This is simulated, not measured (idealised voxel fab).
Process module name: voxel released beams
The figure presents cross-section cut, which has a width of 180 nm and is divided into square cells with an edge length of 5 nm.
A cross-section is written here as square cells arranged in a grid, and it is given in bands from the top down, each band taking up one or more rows of cells.
For a band, the entry starts with two heights in nm, that of the top and then that of the bottom, and carries on with the band's materials in order from left to right, each alongside its width in nm; the word "all across" beside a single material means it fills the band edge to edge, and "air" means empty space.
Heights from 0 (as-received wafer is one material below). Bottom band endless downward, as "0 down".
Quick explanation for "30..40": the width changes in equal steps down the rows of cells, from the first number in the band's top row to the second number in its bottom row.
For the purposes of this document, the phrase "no change occurred" attached to a step denotes that no cell within the cross-section was modified by that step.
Closed-off voids of 8+ cells (no open route to the top) go in "Closed void table", written width x height at distance from the left edge, in nm.
Where a step's line continues beyond its settings, the continuation is a remark by the simulator itself on that step.
"overlay nm" denotes, for a step that has a mask, the displacement of the mask to the right of its planned place, with negative values corresponding to the left.

[This section lists the process steps that were planned]
1) RECEIVE with material Si
2) CONFORMAL_DEP with material Al2O3, thk nm 5
3) DIRECTIONAL_DEP with material SiO2, thk nm 15
4) DIRECTIONAL_DEP with material aC, thk nm 15
5) PATTERN with tone open, mask id ANCHOR, material resist, width nm 30, thk nm 35, overlay nm 0
6) DIRECTIONAL_ETCH with etch materials aC, depth nm 15
7) STRIP with etch materials resist
8) DIRECTIONAL_ETCH with etch materials SiO2, depth nm 15
9) STRIP with etch materials aC
10) CONFORMAL_DEP with material polySi, thk nm 10
11) MASKED_ETCH with tone cover, mask id BEAM, width nm 70, etch materials polySi, depth nm 10, overlay nm 0
12) STRIP with etch materials SiO2
What sets these wafers apart? The width nm at step 11. They all start alike, and the plan carries the first wafer's value.

[Incoming state of the first of several wafers in cross-section: after step 1]
> 0 down: Si all across
> Closed void table: none

[Depicted here is the first of several wafers in cross-section, at module completion following the last step, step 12]
> 30 to 20: 50 of air | 10 of polySi | 10 of air | 50 of polySi | 60 of air
> 20 to 15: 50 of air | 10 of polySi | 10 of air | 10 of polySi | 100 of air
> 15 to 5: 50 of air | 30 of polySi | 100 of air
> 5 to 0: Al2O3 all across
> 0 down: Si all across
> Closed void table: none

[Cross-sectional view of the final wafer of several at the module's end]
> 30 to 20: 40 of air | 20 of polySi | 10 of air | 65 of polySi | 45 of air
> 20 to 15: 50 of air | 10 of polySi | 10 of air | 10 of polySi | 100 of air
> 15 to 5: 50 of air | 30 of polySi | 100 of air
> 5 to 0: Al2O3 all across
> 0 down: Si all across
> Closed void table: none

[Per wafer (row), end of module: delta in cells per material since receipt, (+) for gained, (-) for lost; closed voids after that]
width nm 70 | +36 Al2O3 | +40 polySi | Closed void table: none
width nm 75 | +36 Al2O3 | +42 polySi | Closed void table: none
width nm 80 | +36 Al2O3 | +44 polySi | Closed void table: none
width nm 85 | +36 Al2O3 | +46 polySi | Closed void table: none
width nm 90 | +36 Al2O3 | +48 polySi | Closed void table: none
width nm 95 | +36 Al2O3 | +50 polySi | Closed void table: none
